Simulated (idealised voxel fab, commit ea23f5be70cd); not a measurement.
Process module, titled voxel self aligned contacts
It is cross-section cut that appears here, measuring 245 nm in width, its square cells being 5 nm in size.
When this document writes out a cross-section, it uses a grid of square cells and lists it as bands, beginning at the top and moving down, with a band standing for one or more rows of cells.
A band entry consists of two parts. The first gives the height of the band's top and the height of its bottom, in nm. The rest lists the band's materials from left to right, each with its width in nm. A single material labelled with the word "throughout" fills the band from edge to edge, and the word "empty" marks empty space.
Heads up on the height convention: 0 is the point under which the incoming wafer is all one material, and the lowest band has no bottom, it just keeps going down, like "0 nm and below".
Quick explanation for "30->40": the width changes in equal steps down the rows of cells, from the first number in the band's top row to the second number in its bottom row.
"everything unchanged" (step): cross-section cells unchanged, all of them.
Closed void register: empty space of 8 cells or more with no open way to the top, each as width x height at its distance from the left edge, in nm
On a step's line, text after the settings is the simulator commenting on that step.
A step line may carry the setting "overlay nm", which, for steps involving a mask, states the distance by which the mask lay to the right of its intended position; negative values denote displacement to the left.
Steps in the process plan:
| 1 | RECEIVE,material Si |
| 2 | CONFORMAL_DEP,material SiO2,thk nm 5 |
| 3 | DIRECTIONAL_DEP,material polySi,thk nm 30 |
| 4 | DIRECTIONAL_DEP,material SiN,thk nm 20 |
| 5 | PATTERN,tone cover,mask id GATE,material resist,width nm 30,pitch nm 70,thk nm 20,overlay nm 0 |
| 6 | DIRECTIONAL_ETCH,etch materials SiN,depth nm 20 |
| 7 | DIRECTIONAL_ETCH,etch materials polySi,depth nm 30 |
| 8 | STRIP,etch materials resist |
| 9 | CONFORMAL_DEP,material SiN,thk nm 10 |
| 10 | DIRECTIONAL_ETCH,etch materials SiN,depth nm 10 |
| 11 | FILL_DEP,material SiO2,thk nm 10 |
| 12 | CMP,height nm 60 |
| 13 | PATTERN,tone open,mask id CONTACT,material resist,width nm 50,pitch nm 70,thk nm 20,overlay nm 0 |
| 14 | DIRECTIONAL_ETCH,etch materials SiO2,depth nm 60 |
| 15 | STRIP,etch materials resist |
| 16 | CONFORMAL_DEP,material TiN,thk nm 5 |
| 17 | FILL_DEP,material Ru,thk nm 5 |
| 18 | CMP,height nm 60 |
| 19 | CONFORMAL_DEP,material SiCN,thk nm 5 |
As received, after step 1:
	0 nm and below  Si throughout
	Closed void register: none
The cross-section shown corresponds to the wafer at the conclusion of the module. The initial structure and the process plan are those presented above; however, one mistake occurred in executing the plan:
	65 nm to 60 nm  SiCN throughout
	60 nm to 50 nm  SiO2 (60), TiN (5->20), Ru (40->10), TiN (5->20), SiO2 (20), TiN (5->20), Ru (40->10), TiN (5->20), SiO2 (65)
	50 nm to 30 nm  SiO2 (25), SiN (50), TiN (5), Ru (10), TiN (5), SiN (50), TiN (5), Ru (10), TiN (5), SiN (50), SiO2 (30)
	30 nm to 5 nm  SiO2 (25), SiN (10), polySi (30), SiN (10), TiN (5), Ru (10), TiN (5), SiN (10), polySi (30), SiN (10), TiN (5), Ru (10), TiN (5), SiN (10), polySi (30), SiN (10), SiO2 (30)
	5 nm to 0 nm  SiO2 (25), SiN (10), polySi (30), SiN (10), TiN (20), SiN (10), polySi (30), SiN (10), TiN (20), SiN (10), polySi (30), SiN (10), SiO2 (30)
	0 nm and below  Si throughout
	Closed void register: none
Misprocessing identified: step 2 of the plan was excluded from execution and never run
